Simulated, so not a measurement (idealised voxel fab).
The following is a process module called voxel wiring stack.
Xsec cut, 185 nm wide, square cell size 5 nm.
Reading order for cross-sections: top band down to bottom band. Underlying form: a grid of square cells. Band size: one or more rows of cells. Basically the band line says how high the top is and how high the bottom is, in nm, and then what's in it from left to right, every material with its width in nm. Empty space shows up as "blank", and if a single material carries "full width" it runs the full band edge to edge. Convention: height 0 is the level below which the wafer, as received, is all one material. The lowest band does not terminate at the bottom but continues downward, represented as "from 0 down". Think of "30->40" as a width that walks from the first number to the second as you go down the band, top row to bottom row, taking equal-sized steps from row to row. Reading "no modifications" for a step: not a cell of the cross-section changed in it. "Fully sealed cavities" enumerates empty spaces isolated from the top, with no open way to it, that contain at least 8 cells, giving each as width x height at distance from the left edge, all three in nm. Step line, after settings: the simulator's comment on this step. Among the settings permitted on a step's line is "overlay nm"; applied to a step with a mask, it specifies the extent to which the mask lay to the right of its planned position, whereas a negative figure signifies a position to the left.

## The process steps that were planned are listed below
1,RECEIVE [material Si]
2,CONFORMAL_DEP [material SiO2] [thk nm 10]
3,DIRECTIONAL_DEP [material TiN] [thk nm 5]
4,DIRECTIONAL_DEP [material Ru] [thk nm 25]
5,MASKED_ETCH [tone cover] [mask id METAL_1] [width nm 20] [pitch nm 45] [etch materials Ru] [depth nm 25] [overlay nm 0]
6,MASKED_ETCH [tone cover] [mask id METAL_1] [width nm 20] [pitch nm 45] [etch materials TiN] [depth nm 5] [overlay nm 0]
7,CONFORMAL_DEP [material SiCN] [thk nm 5]
8,FILL_DEP [material SiO2] [thk nm 10]
9,CMP [height nm 40]
10,CONFORMAL_DEP [material SiCN] [thk nm 5]
11,DIRECTIONAL_DEP [material SiO2] [thk nm 15]
12,MASKED_ETCH [tone open] [mask id PLUG_1] [width nm 15] [pitch nm 45] [etch materials SiO2] [depth nm 15] [overlay nm 0]
13,MASKED_ETCH [tone open] [mask id PLUG_1] [width nm 15] [pitch nm 45] [etch materials SiCN] [depth nm 5] [overlay nm 0]
14,EPI [material Ru] [thk nm 10]
15,EPI [material Ru] [thk nm 10]
16,DIRECTIONAL_DEP [material TiN] [thk nm 5]
17,DIRECTIONAL_DEP [material Ru] [thk nm 20]
18,DIRECTIONAL_DEP [material aC] [thk nm 15]
19,PATTERN [tone cover] [mask id METAL_2] [material resist] [width nm 20] [pitch nm 45] [thk nm 30] [overlay nm 0]
20,DIRECTIONAL_ETCH [etch materials aC] [depth nm 15]
21,STRIP [etch materials resist]
22,DIRECTIONAL_ETCH [etch materials Ru] [depth nm 20]
23,DIRECTIONAL_ETCH [etch materials TiN] [depth nm 5]
24,STRIP [etch materials aC]
25,FILL_DEP [material lowk] [thk nm 5]
26,CMP [height nm 85]
27,CONFORMAL_DEP [material SiCN] [thk nm 5]

## Shown in cross-section is the wafer as received, that is, as it stands after step 1
- from 0 down: Si full width
- Fully sealed cavities: none

## Module complete, cross-section. Starting point and plan per above. One mistake made in running the module
- from 90 to 85: SiCN full width
- from 85 to 65: 35 nm lowk / 25 nm Ru / 20 nm lowk / 25 nm Ru / 20 nm lowk / 25 nm Ru / 35 nm lowk
- from 65 to 60: 35 nm lowk / 25 nm TiN / 20 nm lowk / 25 nm TiN / 20 nm lowk / 25 nm TiN / 35 nm lowk
- from 60 to 45: 35 nm SiO2 / 15 nm Ru / 30 nm SiO2 / 15 nm Ru / 30 nm SiO2 / 15 nm Ru / 45 nm SiO2
- from 45 to 40: 35 nm SiCN / 15 nm Ru / 30 nm SiCN / 15 nm Ru / 30 nm SiCN / 15 nm Ru / 45 nm SiCN
- from 40 to 15: 30 nm SiO2 / 5 nm SiCN / 20 nm Ru / 5 nm SiCN / 15 nm SiO2 / 5 nm SiCN / 20 nm Ru / 5 nm SiCN / 15 nm SiO2 / 5 nm SiCN / 20 nm Ru / 5 nm SiCN / 35 nm SiO2
- from 15 to 10: 35 nm SiCN / 20 nm TiN / 25 nm SiCN / 20 nm TiN / 25 nm SiCN / 20 nm TiN / 40 nm SiCN
- from 10 to 0: SiO2 full width
- from 0 down: Si full width
- Fully sealed cavities: none
Short version of what went wrong: not per plan at step 19, really ran PATTERN [tone cover] [mask id METAL_2] [material resist] [width nm 25] [pitch nm 45] [thk nm 30] [overlay nm 0]
